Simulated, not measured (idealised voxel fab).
This is a process module. Its name is voxel ribs on slabs.
Each square cell in cross-section cut measures 5 nm, and the section as a whole is 290 nm wide.
Cross-sections here: square-cell grids, written as top-down lists of bands, a band being one or more rows of cells.
Heights first: top, then bottom, in nm. Then materials, left to right, each with a width in nm. "throughout" on a single material: fills the band edge to edge. "air": empty space.
Beneath 0, the wafer as received is one material, and that level is where height counting begins. The lowest band goes on downward without a bottom; it is written like "0 down".
You'd read "30..40" like this: the band's top row of cells is as wide as the first number, its bottom row is as wide as the second, and going down, every row changes width by the same amount as the row before did.
Step note "no change occurred" = no cross-section cell changed.
Under "Sealed internal cavities" you'll find the enclosed gaps, the ones with no way out to the top, that are 8 cells or bigger; each reads width x height at distance, with distance counted from the left edge, everything in nm.
What comes after the settings on a step's line is commentary from the simulator itself on that step.
"overlay nm", when on a step's line for a step with a mask, measures how far to the right of its planned place the mask lay; a negative measure means to the left.

[Planned process steps]
1: RECEIVE (material Si)
2: DIRECTIONAL_DEP (material SiO2; thk nm 25)
3: DIRECTIONAL_DEP (material polySi; thk nm 20)
4: DIRECTIONAL_DEP (material aC; thk nm 15)
5: PATTERN (tone cover; mask id RIB; material resist; width nm 25; thk nm 35; overlay nm 0)
6: DIRECTIONAL_ETCH (etch materials aC; depth nm 15)
7: STRIP (etch materials resist)
8: DIRECTIONAL_ETCH (etch materials polySi; depth nm 5)
9: STRIP (etch materials aC)
10: DIRECTIONAL_DEP (material aC; thk nm 15)
11: PATTERN (tone cover; mask id SLAB; material resist; width nm 85; thk nm 30; overlay nm 0)
12: DIRECTIONAL_ETCH (etch materials aC; depth nm 15)
13: STRIP (etch materials resist)
14: DIRECTIONAL_ETCH (etch materials polySi; depth nm 15)
15: STRIP (etch materials aC)
16: FILL_DEP (material SiO2; thk nm 20)
17: CMP (height nm 55)
18: DIRECTIONAL_DEP (material TiN; thk nm 10)
19: PATTERN (tone cover; mask id HEATER; material resist; width nm 35; thk nm 20; overlay nm 0)
20: DIRECTIONAL_ETCH (etch materials TiN; depth nm 10)
21: STRIP (etch materials resist)
22: CONFORMAL_DEP (material SiO2; thk nm 10)

[Cross-section of the wafer upon arrival, representing the state reached after step 1]
* 0 down: Si throughout
* Sealed internal cavities: none

[Look at the cross-section after the module: the wafer started out the way shown above and the plan was the one shown above, yet one mistake was made along the way]
* 75 to 65: 115 nm air; 55 nm SiO2; 120 nm air
* 65 to 55: 125 nm SiO2; 35 nm TiN; 130 nm SiO2
* 55 to 45: SiO2 throughout
* 45 to 40: 130 nm SiO2; 25 nm polySi; 135 nm SiO2
* 40 to 25: 100 nm SiO2; 90 nm polySi; 100 nm SiO2
* 25 to 0: SiO2 throughout
* 0 down: Si throughout
* Sealed internal cavities: none
What was the processing mistake? note that step 11 departed from the planned setting and was carried out as PATTERN (tone cover; mask id SLAB; material resist; width nm 90; thk nm 30; overlay nm 0)
